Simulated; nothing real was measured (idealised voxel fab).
Process module in this document: voxel self aligned vias
The cross-section on display is named cut; it measures 270 nm wide, and its cells are 5 nm squares.
Cross-section spec: square-cell grid; bands listed top down; each band is one or more rows.
The band entry comprises the height of the band's top followed by the height of its bottom, expressed in nm, and subsequently the band's materials from left to right, each stated together with its width in nm. Where a single material is marked with the word "all across", that material fills the band from edge to edge. The word "blank" represents empty space.
Heights from 0 (as-received wafer is one material below). Bottom band endless downward, as "from 0 down".
The two numbers in a width such as "30->40" mark its ends across the band: the first belongs to the top row of cells, the second to the bottom row, and from each row to the next the width moves by the same amount.
"no change occurred", as given for a step, is the statement that not any cell of the cross-section underwent a change during that step.
So "Closed empty spaces" is basically the list of trapped voids: any empty space of 8 cells or more that can't reach the top through an opening. They're written width x height at distance, the distance being from the left edge, and it's all nm.
If you see something after the settings on a step's line, that's the simulator's own remark about that step.
You can add "overlay nm" to a step's line. For a step with a mask, it describes how far the mask lay to the right of its planned position, and a negative number describes a lay to the left.

## Process steps - plan
- 1: RECEIVE (material Si)
- 2: CONFORMAL_DEP (material SiO2; thk nm 15)
- 3: CONFORMAL_DEP (material SiCN; thk nm 5)
- 4: DIRECTIONAL_DEP (material SiO2; thk nm 30)
- 5: PATTERN (tone open; mask id LINES; material resist; width nm 25; pitch nm 50; thk nm 15; overlay nm 0)
- 6: DIRECTIONAL_ETCH (etch materials SiO2; depth nm 30)
- 7: STRIP (etch materials resist)
- 8: CONFORMAL_DEP (material TiN; thk nm 5)
- 9: FILL_DEP (material Ru; thk nm 10)
- 10: CMP (height nm 50)
- 11: SELECTIVE_ETCH (etch materials W Ru TiN; depth nm 5)
- 12: FILL_DEP (material SiN; thk nm 5)
- 13: CMP (height nm 50)
- 14: DIRECTIONAL_DEP (material SiO2; thk nm 20)
- 15: MASKED_ETCH (tone open; mask id VIAS; width nm 35; pitch nm 100; etch materials SiO2; depth nm 20; overlay nm 0)
- 16: MASKED_ETCH (tone open; mask id VIAS; width nm 35; pitch nm 100; etch materials SiN; depth nm 5; overlay nm 0)
- 17: CONFORMAL_DEP (material TiN; thk nm 5)
- 18: FILL_DEP (material Cu; thk nm 5)
- 19: CMP (height nm 70)
- 20: CONFORMAL_DEP (material SiN; thk nm 5)

## As-received wafer cross-section (after step 1)
    from 0 down | Si all across
    Closed empty spaces: none

## Cross-section: first of two wafers, module finished, run according to plan
    from 75 to 70 | SiN all across
    from 70 to 55 | 65 SiO2, 5 TiN, 25 Cu, 5 TiN, 65 SiO2, 5 TiN, 25 Cu, 5 TiN, 70 SiO2
    from 55 to 50 | 65 SiO2, 10 TiN, 15 Cu, 10 TiN, 65 SiO2, 10 TiN, 15 Cu, 10 TiN, 70 SiO2
    from 50 to 45 | 70 SiO2, 25 TiN, 25 SiO2, 25 SiN, 25 SiO2, 25 TiN, 75 SiO2
    from 45 to 25 | 70 SiO2, 5 TiN, 15 Ru, 5 TiN, 25 SiO2, 5 TiN, 15 Ru, 5 TiN, 25 SiO2, 5 TiN, 15 Ru, 5 TiN, 75 SiO2
    from 25 to 20 | 70 SiO2, 25 TiN, 25 SiO2, 25 TiN, 25 SiO2, 25 TiN, 75 SiO2
    from 20 to 15 | SiCN all across
    from 15 to 0 | SiO2 all across
    from 0 down | Si all across
    Closed empty spaces: none

## So this is wafer number two of the two, cut at the end of the module - it started where the first did and had the same plan, we just got one thing wrong running it
    from 75 to 70 | SiN all across
    from 70 to 55 | 65 SiO2, 5 SiCN, 25 Cu, 5 SiCN, 65 SiO2, 5 SiCN, 25 Cu, 5 SiCN, 70 SiO2
    from 55 to 50 | 65 SiO2, 10 SiCN, 15 Cu, 10 SiCN, 65 SiO2, 10 SiCN, 15 Cu, 10 SiCN, 70 SiO2
    from 50 to 45 | 70 SiO2, 25 SiCN, 25 SiO2, 25 SiN, 25 SiO2, 25 SiCN, 75 SiO2
    from 45 to 25 | 70 SiO2, 5 TiN, 15 Ru, 5 TiN, 25 SiO2, 5 TiN, 15 Ru, 5 TiN, 25 SiO2, 5 TiN, 15 Ru, 5 TiN, 75 SiO2
    from 25 to 20 | 70 SiO2, 25 TiN, 25 SiO2, 25 TiN, 25 SiO2, 25 TiN, 75 SiO2
    from 20 to 15 | SiCN all across
    from 15 to 0 | SiO2 all across
    from 0 down | Si all across
    Closed empty spaces: none
Deviation noted in wafer processing: rather than as planned, step 17 actually ran as CONFORMAL_DEP (material SiCN; thk nm 5)
Per the end-of-run cell counts, the second wafer holds more or fewer of some materials than the first: SiCN: 30 more, TiN: 30 fewer
